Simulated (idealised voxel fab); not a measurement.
This is a process module. Its name is voxel trench capacitor.
This is section cut - it's 275 nm across, gridded in 5 nm square cells.
If you're reading a cross-section in this doc, picture square cells in a grid; it comes to you as bands, top ones listed first down to the bottom, and a band can be one or more rows of cells.
Each band's line starts with the height of the band's top and of its bottom, in nm. Then come its materials from left to right, each with its width in nm. One material with "everywhere" fills the band from edge to edge. "air" is empty space.
Heights from 0 (as-received wafer is one material below). Bottom band endless downward, as "z 0 and below".
Think of "30->40" as a width that walks from the first number to the second as you go down the band, top row to bottom row, taking equal-sized steps from row to row.
Where a step carries "no modification", the cross-section came out of it unchanged, cell for cell.
Empty spaces counting at least 8 cells and having no open way to the top are listed in "Sealed cavities". The notation width x height at distance is used for each, the distance being from the left edge and all three values in nm.
Read whatever lies past the settings on a step's line as the simulator's own remark about the step.
The line of a step may include "overlay nm". On a step with a mask, this value is how far to the right of its planned place the mask lay. A negative value means the mask lay to the left.
LISTED BELOW ARE THE PROCESS STEPS AS PLANNED
1 op RECEIVE | material Si
2 op CONFORMAL_DEP | material SiN | thk nm 10
3 op PATTERN | tone open | mask id TRENCH | material resist | width nm 25 | pitch nm 40 | thk nm 15 | overlay nm 0
4 op DIRECTIONAL_ETCH | etch materials SiN | depth nm 10
5 op DIRECTIONAL_ETCH | etch materials Si | depth nm 40
6 op STRIP | etch materials resist
7 op CONFORMAL_DEP | material Al2O3 | thk nm 5
8 op CONFORMAL_DEP | material TiN | thk nm 5
9 op FILL_DEP | material W | thk nm 10
10 op CMP | height nm 10
FIRST OF TWO WAFERS, PROCESSED ACCORDING TO PLAN
THIS IS THE CROSS-SECTION OF THE WAFER AS WE RECEIVED IT, I.E. AFTER STEP 1
z 0 and below: Si everywhere
Sealed cavities: none
WAFER AFTER STEP 2 (CROSS-SECTION)
z 10 to 0: SiN everywhere
Beneath the level 0, the cross-section is identical to its previous state.
WAFER AFTER STEP 3 (CROSS-SECTION)
z 25 to 10: resist=85 | air=25 | resist=15 | air=25 | resist=15 | air=25 | resist=85
Beneath the level 10, the cross-section is identical to its previous state.
WAFER AFTER STEP 4 (CROSS-SECTION)
z 25 to 10: resist=85 | air=25 | resist=15 | air=25 | resist=15 | air=25 | resist=85
z 10 to 0: SiN=85 | air=25 | SiN=15 | air=25 | SiN=15 | air=25 | SiN=85
Beneath the level 0, the cross-section is identical to its previous state.
WAFER AFTER STEP 5 (CROSS-SECTION)
z 25 to 10: resist=85 | air=25 | resist=15 | air=25 | resist=15 | air=25 | resist=85
z 10 to 0: SiN=85 | air=25 | SiN=15 | air=25 | SiN=15 | air=25 | SiN=85
z 0 to -40: Si=85 | air=25 | Si=15 | air=25 | Si=15 | air=25 | Si=85
Beneath the level -40, the cross-section is identical to its previous state.
WAFER AFTER STEP 6 (CROSS-SECTION)
z 10 to 0: SiN=85 | air=25 | SiN=15 | air=25 | SiN=15 | air=25 | SiN=85
Beneath the level 0, the cross-section is identical to its previous state.
WAFER AFTER STEP 7 (CROSS-SECTION)
z 15 to 10: Al2O3=90 | air=15 | Al2O3=25 | air=15 | Al2O3=25 | air=15 | Al2O3=90
z 10 to 0: SiN=85 | Al2O3=5 | air=15 | Al2O3=5 | SiN=15 | Al2O3=5 | air=15 | Al2O3=5 | SiN=15 | Al2O3=5 | air=15 | Al2O3=5 | SiN=85
z 0 to -35: Si=85 | Al2O3=5 | air=15 | Al2O3=5 | Si=15 | Al2O3=5 | air=15 | Al2O3=5 | Si=15 | Al2O3=5 | air=15 | Al2O3=5 | Si=85
z -35 to -40: Si=85 | Al2O3=25 | Si=15 | Al2O3=25 | Si=15 | Al2O3=25 | Si=85
Beneath the level -40, the cross-section is identical to its previous state.
WAFER AFTER STEP 8 (CROSS-SECTION)
z 20 to 15: TiN=95 | air=5 | TiN=35 | air=5 | TiN=35 | air=5 | TiN=95
z 15 to 10: Al2O3=90 | TiN=5 | air=5 | TiN=5 | Al2O3=25 | TiN=5 | air=5 | TiN=5 | Al2O3=25 | TiN=5 | air=5 | TiN=5 | Al2O3=90
z 10 to 0: SiN=85 | Al2O3=5 | TiN=5 | air=5 | TiN=5 | Al2O3=5 | SiN=15 | Al2O3=5 | TiN=5 | air=5 | TiN=5 | Al2O3=5 | SiN=15 | Al2O3=5 | TiN=5 | air=5 | TiN=5 | Al2O3=5 | SiN=85
z 0 to -30: Si=85 | Al2O3=5 | TiN=5 | air=5 | TiN=5 | Al2O3=5 | Si=15 | Al2O3=5 | TiN=5 | air=5 | TiN=5 | Al2O3=5 | Si=15 | Al2O3=5 | TiN=5 | air=5 | TiN=5 | Al2O3=5 | Si=85
z -30 to -35: Si=85 | Al2O3=5 | TiN=15 | Al2O3=5 | Si=15 | Al2O3=5 | TiN=15 | Al2O3=5 | Si=15 | Al2O3=5 | TiN=15 | Al2O3=5 | Si=85
Beneath the level -35, the cross-section is identical to its previous state.
WAFER AFTER STEP 9 (CROSS-SECTION)
z 30 to 20: W everywhere
z 20 to 15: TiN=95 | W=5 | TiN=35 | W=5 | TiN=35 | W=5 | TiN=95
z 15 to 10: Al2O3=90 | TiN=5 | W=5 | TiN=5 | Al2O3=25 | TiN=5 | W=5 | TiN=5 | Al2O3=25 | TiN=5 | W=5 | TiN=5 | Al2O3=90
z 10 to 0: SiN=85 | Al2O3=5 | TiN=5 | W=5 | TiN=5 | Al2O3=5 | SiN=15 | Al2O3=5 | TiN=5 | W=5 | TiN=5 | Al2O3=5 | SiN=15 | Al2O3=5 | TiN=5 | W=5 | TiN=5 | Al2O3=5 | SiN=85
z 0 to -30: Si=85 | Al2O3=5 | TiN=5 | W=5 | TiN=5 | Al2O3=5 | Si=15 | Al2O3=5 | TiN=5 | W=5 | TiN=5 | Al2O3=5 | Si=15 | Al2O3=5 | TiN=5 | W=5 | TiN=5 | Al2O3=5 | Si=85
Beneath the level -30, the cross-section is identical to its previous state.
WAFER AFTER STEP 10 (CROSS-SECTION)
z 10 to 0: SiN=85 | Al2O3=5 | TiN=5 | W=5 | TiN=5 | Al2O3=5 | SiN=15 | Al2O3=5 | TiN=5 | W=5 | TiN=5 | Al2O3=5 | SiN=15 | Al2O3=5 | TiN=5 | W=5 | TiN=5 | Al2O3=5 | SiN=85
Beneath the level 0, the cross-section is identical to its previous state.
SECOND WAFER, SAME STARTING CONDITIONS AND RECIPE AS THE FIRST, ONE MISTAKE IN EXECUTING IT, NOTHING DIFFERS FROM THE FIRST UP TO AND INCLUDING STEP 2
SECOND WAFER PROFILE IN SECTION, AT THE MOMENT STEP 3 OF THE PLAN WAS MEANT TO BE COMPLETE
z 25 to 10: resist=90 | air=25 | resist=15 | air=25 | resist=15 | air=25 | resist=80
Beneath the level 10, the cross-section is identical to its previous state.
SECOND WAFER PROFILE IN SECTION, AT THE MOMENT STEP 4 OF THE PLAN WAS MEANT TO BE COMPLETE
z 25 to 10: resist=90 | air=25 | resist=15 | air=25 | resist=15 | air=25 | resist=80
z 10 to 0: SiN=90 | air=25 | SiN=15 | air=25 | SiN=15 | air=25 | SiN=80
Beneath the level 0, the cross-section is identical to its previous state.
SECOND WAFER PROFILE IN SECTION, AT THE MOMENT STEP 5 OF THE PLAN WAS MEANT TO BE COMPLETE
z 25 to 10: resist=90 | air=25 | resist=15 | air=25 | resist=15 | air=25 | resist=80
z 10 to 0: SiN=90 | air=25 | SiN=15 | air=25 | SiN=15 | air=25 | SiN=80
z 0 to -40: Si=90 | air=25 | Si=15 | air=25 | Si=15 | air=25 | Si=80
Beneath the level -40, the cross-section is identical to its previous state.
SECOND WAFER PROFILE IN SECTION, AT THE MOMENT STEP 6 OF THE PLAN WAS MEANT TO BE COMPLETE
z 10 to 0: SiN=90 | air=25 | SiN=15 | air=25 | SiN=15 | air=25 | SiN=80
Beneath the level 0, the cross-section is identical to its previous state.
SECOND WAFER PROFILE IN SECTION, AT THE MOMENT STEP 7 OF THE PLAN WAS MEANT TO BE COMPLETE
z 15 to 10: Al2O3=95 | air=15 | Al2O3=25 | air=15 | Al2O3=25 | air=15 | Al2O3=85
z 10 to 0: SiN=90 | Al2O3=5 | air=15 | Al2O3=5 | SiN=15 | Al2O3=5 | air=15 | Al2O3=5 | SiN=15 | Al2O3=5 | air=15 | Al2O3=5 | SiN=80
z 0 to -35: Si=90 | Al2O3=5 | air=15 | Al2O3=5 | Si=15 | Al2O3=5 | air=15 | Al2O3=5 | Si=15 | Al2O3=5 | air=15 | Al2O3=5 | Si=80
z -35 to -40: Si=90 | Al2O3=25 | Si=15 | Al2O3=25 | Si=15 | Al2O3=25 | Si=80
Beneath the level -40, the cross-section is identical to its previous state.
SECOND WAFER PROFILE IN SECTION, AT THE MOMENT STEP 8 OF THE PLAN WAS MEANT TO BE COMPLETE
z 20 to 15: TiN=100 | air=5 | TiN=35 | air=5 | TiN=35 | air=5 | TiN=90
z 15 to 10: Al2O3=95 | TiN=5 | air=5 | TiN=5 | Al2O3=25 | TiN=5 | air=5 | TiN=5 | Al2O3=25 | TiN=5 | air=5 | TiN=5 | Al2O3=85
z 10 to 0: SiN=90 | Al2O3=5 | TiN=5 | air=5 | TiN=5 | Al2O3=5 | SiN=15 | Al2O3=5 | TiN=5 | air=5 | TiN=5 | Al2O3=5 | SiN=15 | Al2O3=5 | TiN=5 | air=5 | TiN=5 | Al2O3=5 | SiN=80
z 0 to -30: Si=90 | Al2O3=5 | TiN=5 | air=5 | TiN=5 | Al2O3=5 | Si=15 | Al2O3=5 | TiN=5 | air=5 | TiN=5 | Al2O3=5 | Si=15 | Al2O3=5 | TiN=5 | air=5 | TiN=5 | Al2O3=5 | Si=80
z -30 to -35: Si=90 | Al2O3=5 | TiN=15 | Al2O3=5 | Si=15 | Al2O3=5 | TiN=15 | Al2O3=5 | Si=15 | Al2O3=5 | TiN=15 | Al2O3=5 | Si=80
Beneath the level -35, the cross-section is identical to its previous state.
SECOND WAFER PROFILE IN SECTION, AT THE MOMENT STEP 9 OF THE PLAN WAS MEANT TO BE COMPLETE
z 30 to 20: W everywhere
z 20 to 15: TiN=100 | W=5 | TiN=35 | W=5 | TiN=35 | W=5 | TiN=90
z 15 to 10: Al2O3=95 | TiN=5 | W=5 | TiN=5 | Al2O3=25 | TiN=5 | W=5 | TiN=5 | Al2O3=25 | TiN=5 | W=5 | TiN=5 | Al2O3=85
z 10 to 0: SiN=90 | Al2O3=5 | TiN=5 | W=5 | TiN=5 | Al2O3=5 | SiN=15 | Al2O3=5 | TiN=5 | W=5 | TiN=5 | Al2O3=5 | SiN=15 | Al2O3=5 | TiN=5 | W=5 | TiN=5 | Al2O3=5 | SiN=80
z 0 to -30: Si=90 | Al2O3=5 | TiN=5 | W=5 | TiN=5 | Al2O3=5 | Si=15 | Al2O3=5 | TiN=5 | W=5 | TiN=5 | Al2O3=5 | Si=15 | Al2O3=5 | TiN=5 | W=5 | TiN=5 | Al2O3=5 | Si=80
Beneath the level -30, the cross-section is identical to its previous state.
SECOND WAFER PROFILE IN SECTION, AT THE MOMENT STEP 10 OF THE PLAN WAS MEANT TO BE COMPLETE
z 10 to 0: SiN=90 | Al2O3=5 | TiN=5 | W=5 | TiN=5 | Al2O3=5 | SiN=15 | Al2O3=5 | TiN=5 | W=5 | TiN=5 | Al2O3=5 | SiN=15 | Al2O3=5 | TiN=5 | W=5 | TiN=5 | Al2O3=5 | SiN=80
Beneath the level 0, the cross-section is identical to its previous state.
Nonconformance to the process plan: not per plan at step 3, really ran op PATTERN | tone open | mask id TRENCH | material resist | width nm 25 | pitch nm 40 | thk nm 15 | overlay nm 5
Matching per-material cell counts, mismatched positions: that is how the second wafer compares with the first at the end.
